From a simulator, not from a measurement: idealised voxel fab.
A process module follows: voxel fin reveal.
The figure presents cross-section cut, which has a width of 215 nm and is divided into square cells with an edge length of 5 nm.
Bands, listed from the top down, are how a cross-section gets written in this document; the cross-section itself is a grid of square cells, and a band is one or more rows of them.
First you get the band's top height and its bottom height, in nm, and then the materials it's made of, left to right, with each width in nm. If you see a single material with "everywhere", that one covers the band edge to edge. "empty" is empty space.
Beneath 0, the wafer as received is one material, and that level is where height counting begins. The lowest band goes on downward without a bottom; it is written like "from 0 down".
A width such as "30->40" changes by the same amount from each row of cells to the next, from the band's top row to its bottom row.
"no change" after a step means that no cell of the cross-section changed.
For the entry "Closed internal voids", the listed items are empty spaces with no open way to the top whose size is 8 cells or more; each item follows the pattern width x height at distance, where distance is from the left edge and all three are in nm.
The remark found on a step's line after its settings is issued by the simulator itself and pertains to that step.
overlay nm, on a step with a mask: how far to the right of its planned place the mask lay; to the left if negative

# So here's the lineup of process steps we planned
1,RECEIVE (material Si)
2,CONFORMAL_DEP (material SiN; thk nm 5)
3,PATTERN (tone cover; mask id FINS; material resist; width nm 15; pitch nm 45; thk nm 15; overlay nm 0)
4,DIRECTIONAL_ETCH (etch materials SiN; depth nm 5)
5,DIRECTIONAL_ETCH (etch materials Si; depth nm 30)
6,STRIP (etch materials resist)
7,FILL_DEP (material SiO2; thk nm 10)
8,CMP (height nm 5)
9,SELECTIVE_ETCH (etch materials SiO2; depth nm 20)
10,STRIP (etch materials SiN)

# Account of the first of two wafers, which was processed as intended

# Cross-section of the wafer as it came to us, i.e., already through step 1
	from 0 down | Si everywhere
	Closed internal voids: none

# Cross-section: wafer state after step 2
	from 5 to 0 | SiN everywhere
	Beneath the level 0, the cross-section is identical to its previous state.

# Cross-section: wafer state after step 3
	from 20 to 5 | empty 75; resist 15; empty 30; resist 15; empty 80
	Beneath the level 5, the cross-section is identical to its previous state.

# Cross-section: wafer state after step 4
	from 20 to 5 | empty 75; resist 15; empty 30; resist 15; empty 80
	from 5 to 0 | empty 75; SiN 15; empty 30; SiN 15; empty 80
	Beneath the level 0, the cross-section is identical to its previous state.

# Cross-section: wafer state after step 5
	from 20 to 5 | empty 75; resist 15; empty 30; resist 15; empty 80
	from 5 to 0 | empty 75; SiN 15; empty 30; SiN 15; empty 80
	from 0 to -30 | empty 75; Si 15; empty 30; Si 15; empty 80
	Beneath the level -30, the cross-section is identical to its previous state.

# Cross-section: wafer state after step 6
	from 5 to 0 | empty 75; SiN 15; empty 30; SiN 15; empty 80
	Beneath the level 0, the cross-section is identical to its previous state.

# Cross-section: wafer state after step 7
	from 15 to 5 | SiO2 everywhere
	from 5 to 0 | SiO2 75; SiN 15; SiO2 30; SiN 15; SiO2 80
	from 0 to -30 | SiO2 75; Si 15; SiO2 30; Si 15; SiO2 80
	Beneath the level -30, the cross-section is identical to its previous state.

# Cross-section: wafer state after step 8
	from 5 to 0 | SiO2 75; SiN 15; SiO2 30; SiN 15; SiO2 80
	Beneath the level 0, the cross-section is identical to its previous state.

# Cross-section: wafer state after step 9
	from 5 to 0 | empty 75; SiN 15; empty 30; SiN 15; empty 80
	from 0 to -15 | empty 75; Si 15; empty 30; Si 15; empty 80
	Beneath the level -15, the cross-section is identical to its previous state.

# Cross-section: wafer state after step 10
	from 0 to -15 | empty 75; Si 15; empty 30; Si 15; empty 80
	Beneath the level -15, the cross-section is identical to its previous state.

# Second wafer. Start and plan as for the first. One mistake made in running. Agrees with the first up to and including step 2

# Second wafer, sectioned view, at step 3's planned end time
	from 20 to 5 | empty 85; resist 15; empty 30; resist 15; empty 70
	Beneath the level 5, the cross-section is identical to its previous state.

# Second wafer, sectioned view, at step 4's planned end time
	from 20 to 5 | empty 85; resist 15; empty 30; resist 15; empty 70
	from 5 to 0 | empty 85; SiN 15; empty 30; SiN 15; empty 70
	Beneath the level 0, the cross-section is identical to its previous state.

# Second wafer, sectioned view, at step 5's planned end time
	from 20 to 5 | empty 85; resist 15; empty 30; resist 15; empty 70
	from 5 to 0 | empty 85; SiN 15; empty 30; SiN 15; empty 70
	from 0 to -30 | empty 85; Si 15; empty 30; Si 15; empty 70
	Beneath the level -30, the cross-section is identical to its previous state.

# Second wafer, sectioned view, at step 6's planned end time
	from 5 to 0 | empty 85; SiN 15; empty 30; SiN 15; empty 70
	Beneath the level 0, the cross-section is identical to its previous state.

# Second wafer, sectioned view, at step 7's planned end time
	from 15 to 5 | SiO2 everywhere
	from 5 to 0 | SiO2 85; SiN 15; SiO2 30; SiN 15; SiO2 70
	from 0 to -30 | SiO2 85; Si 15; SiO2 30; Si 15; SiO2 70
	Beneath the level -30, the cross-section is identical to its previous state.

# Second wafer, sectioned view, at step 8's planned end time
	from 5 to 0 | SiO2 85; SiN 15; SiO2 30; SiN 15; SiO2 70
	Beneath the level 0, the cross-section is identical to its previous state.

# Second wafer, sectioned view, at step 9's planned end time
	from 5 to 0 | empty 85; SiN 15; empty 30; SiN 15; empty 70
	from 0 to -15 | empty 85; Si 15; empty 30; Si 15; empty 70
	Beneath the level -15, the cross-section is identical to its previous state.

# Second wafer, sectioned view, at step 10's planned end time
	from 0 to -15 | empty 85; Si 15; empty 30; Si 15; empty 70
	Beneath the level -15, the cross-section is identical to its previous state.
Misprocessing identified: step 3 changed vs plan, executed as PATTERN (tone cover; mask id FINS; material resist; width nm 15; pitch nm 45; thk nm 15; overlay nm 10)
at the end the second wafer has, in cells: as many of each material as the first, in other places
